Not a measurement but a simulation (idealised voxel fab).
Proc. module: voxel double patterning
Pictured: cross-section cut, 270 nm wide, on a grid of 5 nm square cells.
Throughout this document, each cross-section is represented as a grid of square cells and is presented as a sequence of bands enumerated from the top downward, where a band comprises one or more rows of cells.
Top, bottom (nm), then materials left to right with widths (nm); lone material tagged "all across" fills the whole band edge to edge; "empty" = empty space.
Counting heights begins at 0, where everything beneath is, in the wafer as received, one material. The lowest band has no bottom; it goes on downwards, as "0 nm and below" shows.
Read "30->40" as a graded width: first number on top, second number at the bottom, same change between each pair of neighbouring rows.
"changes: none" means the step left every cell of the cross-section as it was.
Reported under the label "Enclosed internal voids" are the empty spaces having no open way to the top and comprising 8 cells or more; the notation for each is width x height at distance, in which the distance is measured from the left edge and all three values are in nm.
That trailing text on a step's line, after the settings, is the simulator's own remark on the step.
The setting "overlay nm" may be written on the line of a step. When the step uses a mask, the value reports how far to the right of the planned place the mask lay, and a negative value reports that it lay to the left.

-- Intended process steps
- 1: RECEIVE | material Si
- 2: CONFORMAL_DEP | material SiO2 | thk nm 10
- 3: DIRECTIONAL_DEP | material TiN | thk nm 20
- 4: DIRECTIONAL_DEP | material SiN | thk nm 5
- 5: DIRECTIONAL_DEP | material aC | thk nm 10
- 6: PATTERN | tone open | mask id FIRST | material resist | width nm 15 | pitch nm 50 | thk nm 30 | overlay nm 0
- 7: DIRECTIONAL_ETCH | etch materials aC | depth nm 10
- 8: STRIP | etch materials resist
- 9: DIRECTIONAL_ETCH | etch materials SiN | depth nm 5
- 10: STRIP | etch materials aC
- 11: DIRECTIONAL_DEP | material aC | thk nm 10
- 12: PATTERN | tone open | mask id SECOND | material resist | width nm 15 | pitch nm 50 | thk nm 30 | overlay nm 0
- 13: DIRECTIONAL_ETCH | etch materials aC | depth nm 10
- 14: STRIP | etch materials resist
- 15: DIRECTIONAL_ETCH | etch materials SiN | depth nm 5
- 16: STRIP | etch materials aC
- 17: DIRECTIONAL_ETCH | etch materials TiN | depth nm 20
- 18: STRIP | etch materials SiN

-- First of two wafers: run as planned

-- as received, after step 1
- 0 nm and below | Si all across
- Enclosed internal voids: none

-- Wafer section view after processing step 2
- 10 nm to 0 nm | SiO2 all across
- All layers under 0 are left as they were.

-- Wafer section view after processing step 3
- 30 nm to 10 nm | TiN all across
- All layers under 10 are left as they were.

-- Wafer section view after processing step 4
- 35 nm to 30 nm | SiN all across
- All layers under 30 are left as they were.

-- Wafer section view after processing step 5
- 45 nm to 35 nm | aC all across
- All layers under 35 are left as they were.

-- Wafer section view after processing step 6
- 75 nm to 45 nm | resist 75; empty 15; resist 35; empty 15; resist 35; empty 15; resist 80
- All layers under 45 are left as they were.

-- Wafer section view after processing step 7
- 65 nm to 45 nm | resist 75; empty 15; resist 35; empty 15; resist 35; empty 15; resist 80
- 45 nm to 35 nm | aC 75; empty 15; aC 35; empty 15; aC 35; empty 15; aC 80
- All layers under 35 are left as they were.

-- Wafer section view after processing step 8
- 45 nm to 35 nm | aC 75; empty 15; aC 35; empty 15; aC 35; empty 15; aC 80
- All layers under 35 are left as they were.

-- Wafer section view after processing step 9
- 45 nm to 35 nm | aC 75; empty 15; aC 35; empty 15; aC 35; empty 15; aC 80
- 35 nm to 30 nm | SiN 75; empty 15; SiN 35; empty 15; SiN 35; empty 15; SiN 80
- All layers under 30 are left as they were.

-- Wafer section view after processing step 10
- 35 nm to 30 nm | SiN 75; empty 15; SiN 35; empty 15; SiN 35; empty 15; SiN 80
- All layers under 30 are left as they were.

-- Wafer section view after processing step 11
- 45 nm to 40 nm | aC 75; empty 15; aC 35; empty 15; aC 35; empty 15; aC 80
- 40 nm to 35 nm | aC all across
- 35 nm to 30 nm | SiN 75; aC 15; SiN 35; aC 15; SiN 35; aC 15; SiN 80
- All layers under 30 are left as they were.

-- Wafer section view after processing step 12
- 75 nm to 45 nm | resist 100; empty 15; resist 35; empty 15; resist 105
- 45 nm to 40 nm | aC 75; resist 15; aC 35; resist 15; aC 35; resist 15; aC 80
- All layers under 40 are left as they were.

-- Wafer section view after processing step 13
- 65 nm to 45 nm | resist 100; empty 15; resist 35; empty 15; resist 105
- 45 nm to 40 nm | aC 75; resist 15; aC 10; empty 15; aC 10; resist 15; aC 10; empty 15; aC 10; resist 15; aC 80
- 40 nm to 35 nm | aC 100; empty 15; aC 35; empty 15; aC 105
- All layers under 35 are left as they were.

-- Wafer section view after processing step 14
- 45 nm to 40 nm | aC 75; empty 15; aC 10; empty 15; aC 10; empty 15; aC 10; empty 15; aC 10; empty 15; aC 80
- All layers under 40 are left as they were.

-- Wafer section view after processing step 15
- 45 nm to 40 nm | aC 75; empty 15; aC 10; empty 15; aC 10; empty 15; aC 10; empty 15; aC 10; empty 15; aC 80
- 40 nm to 35 nm | aC 100; empty 15; aC 35; empty 15; aC 105
- 35 nm to 30 nm | SiN 75; aC 15; SiN 10; empty 15; SiN 10; aC 15; SiN 10; empty 15; SiN 10; aC 15; SiN 80
- All layers under 30 are left as they were.

-- Wafer section view after processing step 16
- 35 nm to 30 nm | SiN 75; empty 15; SiN 10; empty 15; SiN 10; empty 15; SiN 10; empty 15; SiN 10; empty 15; SiN 80
- All layers under 30 are left as they were.

-- Wafer section view after processing step 17
- 35 nm to 30 nm | SiN 75; empty 15; SiN 10; empty 15; SiN 10; empty 15; SiN 10; empty 15; SiN 10; empty 15; SiN 80
- 30 nm to 10 nm | TiN 75; empty 15; TiN 10; empty 15; TiN 10; empty 15; TiN 10; empty 15; TiN 10; empty 15; TiN 80
- All layers under 10 are left as they were.

-- Wafer section view after processing step 18
- 30 nm to 10 nm | TiN 75; empty 15; TiN 10; empty 15; TiN 10; empty 15; TiN 10; empty 15; TiN 10; empty 15; TiN 80
- All layers under 10 are left as they were.

-- Second Wafer (Identical Start and Plan, One Processing Error; Matches First Wafer Through Step 11)

-- Cross-section: second wafer, time at which step 12 was scheduled to end
- 75 nm to 45 nm | empty 100; resist 15; empty 35; resist 15; empty 105
- All layers under 45 are left as they were.

-- Cross-section: second wafer, time at which step 13 was scheduled to end
- 65 nm to 45 nm | empty 100; resist 15; empty 35; resist 15; empty 105
- 45 nm to 35 nm | empty 100; aC 15; empty 35; aC 15; empty 105
- 35 nm to 30 nm | SiN 75; empty 15; SiN 35; empty 15; SiN 35; empty 15; SiN 80
- All layers under 30 are left as they were.

-- Cross-section: second wafer, time at which step 14 was scheduled to end
- 45 nm to 35 nm | empty 100; aC 15; empty 35; aC 15; empty 105
- All layers under 35 are left as they were.

-- Cross-section: second wafer, time at which step 15 was scheduled to end
- 45 nm to 35 nm | empty 100; aC 15; empty 35; aC 15; empty 105
- 35 nm to 30 nm | empty 100; SiN 15; empty 35; SiN 15; empty 105
- All layers under 30 are left as they were.

-- Cross-section: second wafer, time at which step 16 was scheduled to end
- 35 nm to 30 nm | empty 100; SiN 15; empty 35; SiN 15; empty 105
- All layers under 30 are left as they were.

-- Cross-section: second wafer, time at which step 17 was scheduled to end
- 35 nm to 30 nm | empty 100; SiN 15; empty 35; SiN 15; empty 105
- 30 nm to 10 nm | empty 100; TiN 15; empty 35; TiN 15; empty 105
- All layers under 10 are left as they were.

-- Cross-section: second wafer, time at which step 18 was scheduled to end
- 30 nm to 10 nm | empty 100; TiN 15; empty 35; TiN 15; empty 105
- All layers under 10 are left as they were.
Where did the run depart from the plan? step 12 was processed under conditions differing from the plan, specifically as PATTERN | tone cover | mask id SECOND | material resist | width nm 15 | pitch nm 50 | thk nm 30 | overlay nm 0
Cell-count delta at end, second wafer over first, by material: 132 fewer of TiN
